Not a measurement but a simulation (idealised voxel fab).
Presented below is a process module, voxel self aligned contacts.
Cross-section cut: width 205 nm, square cells of 5 nm.
Format of a cross-section: grid, square cells. Given as bands. Order: top down. Band: one or more rows of cells. This entry defines a band. It first specifies the height of the band's top and the height of its bottom in nm, and then specifies the band's materials from left to right, stating each material with its width in nm. The word "full width" identifies a single material that fills the band from edge to edge, while the word "air" identifies empty space. A quick word on heights: they are counted from 0, and under that level the wafer as it came to us is one material throughout. The lowest band is different from the rest in having no bottom; it simply continues downward, written as in "from 0 down". Read "30..40" as a graded width: first number on top, second number at the bottom, same change between each pair of neighbouring rows. Where a step carries "no alteration", the cross-section came out of it unchanged, cell for cell. Closed empty spaces (no open way to the top) of 8 cells or more are what "Enclosed void entries" lists, each as width x height at distance from the left edge, nm for all three. On a step's line, text after the settings is the simulator commenting on that step. On any step carrying a mask, the "overlay nm" setting, if present on the step's line, tells how far right of its planned place the mask lay; negative values point to the left.
The following list gives the planned process steps:
1,RECEIVE [material Si]
2,OXIDIZE [depth nm 5]
3,DIRECTIONAL_DEP [material polySi] [thk nm 30]
4,DIRECTIONAL_DEP [material SiN] [thk nm 20]
5,MASKED_ETCH [tone cover] [mask id GATE] [width nm 25] [pitch nm 60] [etch materials SiN] [depth nm 20] [overlay nm 0]
6,MASKED_ETCH [tone cover] [mask id GATE] [width nm 25] [pitch nm 60] [etch materials polySi] [depth nm 30] [overlay nm 0]
7,CONFORMAL_DEP [material SiN] [thk nm 5]
8,DIRECTIONAL_ETCH [etch materials SiN] [depth nm 5]
9,FILL_DEP [material SiO2] [thk nm 20]
10,CMP [height nm 60]
11,PATTERN [tone open] [mask id CONTACT] [material resist] [width nm 45] [thk nm 20] [overlay nm 0]
12,DIRECTIONAL_ETCH [etch materials SiO2] [depth nm 65]
13,STRIP [etch materials resist]
14,CONFORMAL_DEP [material TiN] [thk nm 5]
15,FILL_DEP [material W] [thk nm 5]
16,CMP [height nm 60]
17,CONFORMAL_DEP [material SiN] [thk nm 5]
Wafer cross-section on receipt, i.e. after step 1:
> from 0 down = Si full width
> Enclosed void entries: none
Post-module cross-section of the first of two wafers (run per plan):
> from 65 to 60 = SiN full width
> from 60 to 50 = 80 nm SiO2  5..15 nm TiN  35..15 nm W  5..15 nm TiN  80 nm SiO2
> from 50 to 30 = 55 nm SiO2  35 nm SiN  5 nm TiN  15 nm W  5 nm TiN  35 nm SiN  55 nm SiO2
> from 30 to 0 = 55 nm SiO2  5 nm SiN  25 nm polySi  5 nm SiN  5 nm TiN  15 nm W  5 nm TiN  5 nm SiN  25 nm polySi  5 nm SiN  55 nm SiO2
> from 0 to -5 = 90 nm SiO2  25 nm TiN  90 nm SiO2
> from -5 down = Si full width
> Enclosed void entries: none
Here's the second of our two wafers sectioned at module end. Same start as the first, same plan, but one mistake got made running it:
> from 65 to 60 = SiN full width
> from 60 to 35 = 55 nm SiO2  5 nm SiN  25 nm polySi  5 nm SiN  5 nm TiN  15 nm W  5 nm TiN  5 nm SiN  25 nm polySi  5 nm SiN  55 nm SiO2
> from 35 to 30 = 55 nm SiO2  5 nm SiN  25 nm polySi  5 nm SiN  25 nm TiN  5 nm SiN  25 nm polySi  5 nm SiN  55 nm SiO2
> from 30 to 0 = polySi full width
> from 0 to -5 = SiO2 full width
> from -5 down = Si full width
> Enclosed void entries: none
Deviation from plan: step 3 of the plan was executed twice over
Looking at both finished wafers in cells, the second ends up ahead of or behind the first on some materials: SiN: 56 fewer, SiO2: 147 fewer, TiN: 18 fewer, W: 25 fewer, polySi: 246 more
